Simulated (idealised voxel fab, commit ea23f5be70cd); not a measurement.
process module | voxel transistor to metal
cross-section cut | 145 nm wide | cells 5 nm
A cross-section is a grid of square cells, given in bands from the top down. A band is one or more rows of cells.
Each band's line starts with the height of the band's top and of its bottom, in nm. Then come its materials from left to right, each with its width in nm. One material with "throughout" fills the band from edge to edge. "air" is empty space.
Height 0 is the level under which the wafer as received is all one material. The lowest band goes on downwards, as in "0 down".
A width such as "30 to 40" changes by the same amount from each row of cells to the next, from the band's top row to its bottom row.
"no change" after a step means that no cell of the cross-section changed.
closed voids: empty space of 8 cells or more with no open way to the top, each as width x height at its distance from the left edge, in nm
after a step's settings: what the simulator itself notes on the step
overlay nm, on a step with a mask: how far to the right of its planned place the mask lay; to the left if negative
plan
1 op RECEIVE | material Si
2 op OXIDIZE | depth nm 5
3 op CONFORMAL_DEP | material SiN | thk nm 10
4 op DIRECTIONAL_DEP | material aC | thk nm 10
5 op PATTERN | tone cover | mask id ACTIVE | material resist | width nm 105 | thk nm 30 | overlay nm 0
6 op DIRECTIONAL_ETCH | etch materials aC | depth nm 10
7 op STRIP | etch materials resist
8 op DIRECTIONAL_ETCH | etch materials SiN | depth nm 10
9 op DIRECTIONAL_ETCH | etch materials SiO2 | depth nm 5
10 op DIRECTIONAL_ETCH | etch materials Si | depth nm 25
11 op STRIP | etch materials aC
12 op FILL_DEP | material SiO2 | thk nm 5
13 op CMP | height nm 10
14 op SELECTIVE_ETCH | etch materials SiO2 | depth nm 10
15 op STRIP | etch materials SiN
16 op SELECTIVE_ETCH | etch materials SiO2 | depth nm 5
17 op OXIDIZE | depth nm 5
18 op DIRECTIONAL_DEP | material polySi | thk nm 30
19 op DIRECTIONAL_DEP | material SiCN | thk nm 10
20 op DIRECTIONAL_DEP | material aC | thk nm 15
21 op PATTERN | tone cover | mask id GATE | material resist | width nm 35 | thk nm 30 | overlay nm 0
22 op DIRECTIONAL_ETCH | etch materials aC | depth nm 15
23 op STRIP | etch materials resist
24 op DIRECTIONAL_ETCH | etch materials SiCN | depth nm 20
25 op DIRECTIONAL_ETCH | etch materials polySi | depth nm 40
26 op STRIP | etch materials aC
27 op CONFORMAL_DEP | material SiN | thk nm 5
28 op DIRECTIONAL_ETCH | etch materials SiN | depth nm 5
29 op DIRECTIONAL_ETCH | etch materials SiO2 | depth nm 5
30 op DIRECTIONAL_ETCH | etch materials Si | depth nm 5
31 op EPI | material SiGe | thk nm 5
32 op FILL_DEP | material SiO2 | thk nm 10
33 op CMP | height nm 25
34 op STRIP | etch materials polySi
35 op SELECTIVE_ETCH | etch materials SiO2 | depth nm 5
36 op CONFORMAL_DEP | material HfO2 | thk nm 5
37 op CONFORMAL_DEP | material TiN | thk nm 5
38 op FILL_DEP | material W | thk nm 5
39 op CMP | height nm 20
40 op DIRECTIONAL_DEP | material SiO2 | thk nm 15
41 op DIRECTIONAL_DEP | material aC | thk nm 10
42 op PATTERN | tone open | mask id CONTACT | material resist | width nm 15 | pitch nm 80 | thk nm 30 | overlay nm 0
43 op DIRECTIONAL_ETCH | etch materials aC | depth nm 10
44 op STRIP | etch materials resist
45 op DIRECTIONAL_ETCH | etch materials SiO2 | depth nm 45
46 op STRIP | etch materials aC
47 op CONFORMAL_DEP | material TiN | thk nm 5
48 op FILL_DEP | material Ru | thk nm 5
49 op CMP | height nm 35
50 op CONFORMAL_DEP | material SiCN | thk nm 5
51 op DIRECTIONAL_DEP | material SiO2 | thk nm 25
52 op MASKED_ETCH | tone open | mask id METAL_1 | width nm 15 | pitch nm 80 | etch materials SiO2 | depth nm 25 | overlay nm 0
53 op MASKED_ETCH | tone open | mask id METAL_1 | width nm 15 | pitch nm 80 | etch materials SiCN | depth nm 5 | overlay nm 0
54 op CONFORMAL_DEP | material TiN | thk nm 5
55 op FILL_DEP | material Ru | thk nm 5
56 op CMP | height nm 65
57 op EPI | material Ru | thk nm 5
58 op FILL_DEP | material SiCN | thk nm 5
varied across the wafers: width nm of step 42. The plan shows the first wafer's value. All wafers start alike
first wafer as received, after step 1
  0 down: Si throughout
  closed voids: none
first wafer at the end, after step 58
  75 to 70: SiCN throughout
  70 to 65: SiCN 20 | Ru 25 | SiCN 55 | Ru 25 | SiCN 20
  65 to 40: SiO2 25 | TiN 5 | Ru 5 | TiN 5 | SiO2 65 | TiN 5 | Ru 5 | TiN 5 | SiO2 25
  40 to 35: SiCN 25 | TiN 15 | SiCN 65 | TiN 15 | SiCN 25
  35 to 20: SiO2 25 | TiN 5 | Ru 5 | TiN 5 | SiO2 65 | TiN 5 | Ru 5 | TiN 5 | SiO2 25
  20 to 0: SiO2 25 | TiN 5 | Ru 5 | TiN 5 | SiO2 10 | SiN 5 | HfO2 5 | TiN 5 | W 15 | TiN 5 | HfO2 5 | SiN 5 | SiO2 10 | TiN 5 | Ru 5 | TiN 5 | SiO2 25
  0 to -5: SiO2 25 | TiN 5 | Ru 5 | TiN 5 | SiO2 10 | SiN 5 | HfO2 5 | TiN 25 | HfO2 5 | SiN 5 | SiO2 10 | TiN 5 | Ru 5 | TiN 5 | SiO2 25
  -5 to -10: SiO2 25 | TiN 15 | SiO2 5 | SiGe 5 | HfO2 45 | SiGe 5 | SiO2 5 | TiN 15 | SiO2 25
  -10 to -15: SiO2 20 | SiGe 30 | Si 45 | SiGe 30 | SiO2 20
  -15 to -30: SiO2 20 | Si 105 | SiO2 20
  -30 down: Si throughout
  closed voids: none
last wafer at the end
  75 to 70: SiCN throughout
  70 to 65: SiCN 20 | Ru 25 | SiCN 55 | Ru 25 | SiCN 20
  65 to 40: SiO2 25 | TiN 5 | Ru 5 | TiN 5 | SiO2 65 | TiN 5 | Ru 5 | TiN 5 | SiO2 25
  40 to 35: SiCN 25 | TiN 15 | SiCN 65 | TiN 15 | SiCN 25
  35 to 20: SiO2 20 | TiN 5 | Ru 20 | TiN 5 | SiO2 50 | TiN 5 | Ru 20 | TiN 5 | SiO2 15
  20 to 0: SiO2 20 | TiN 5 | Ru 20 | TiN 5 | SiN 5 | HfO2 5 | TiN 5 | W 15 | TiN 5 | HfO2 5 | SiN 5 | SiO2 5 | TiN 5 | Ru 20 | TiN 5 | SiO2 15
  0 to -5: SiO2 20 | TiN 5 | Ru 15 | TiN 10 | SiN 5 | HfO2 5 | TiN 25 | HfO2 5 | SiN 5 | SiO2 5 | TiN 5 | Ru 20 | TiN 5 | SiO2 15
  -5 to -10: SiO2 20 | TiN 25 | SiGe 5 | HfO2 45 | SiGe 5 | TiN 30 | SiO2 15
  -10 to -15: SiO2 20 | SiGe 30 | Si 45 | SiGe 30 | SiO2 20
  -15 to -30: SiO2 20 | Si 105 | SiO2 20
  -30 down: Si throughout
  closed voids: none
each wafer at the end: cells of each material gained (+) or lost (-) since it was received, then its closed voids
width nm 15 | +19 HfO2 | +36 Ru | -102 Si | +71 SiCN | +14 SiGe | +10 SiN | +298 SiO2 | +77 TiN | +12 W | closed voids: none
width nm 20 | +19 HfO2 | +52 Ru | -102 Si | +71 SiCN | +14 SiGe | +10 SiN | +280 SiO2 | +79 TiN | +12 W | closed voids: none
width nm 25 | +19 HfO2 | +68 Ru | -102 Si | +71 SiCN | +14 SiGe | +10 SiN | +262 SiO2 | +81 TiN | +12 W | closed voids: none
width nm 30 | +19 HfO2 | +83 Ru | -102 Si | +71 SiCN | +14 SiGe | +10 SiN | +245 SiO2 | +83 TiN | +12 W | closed voids: none
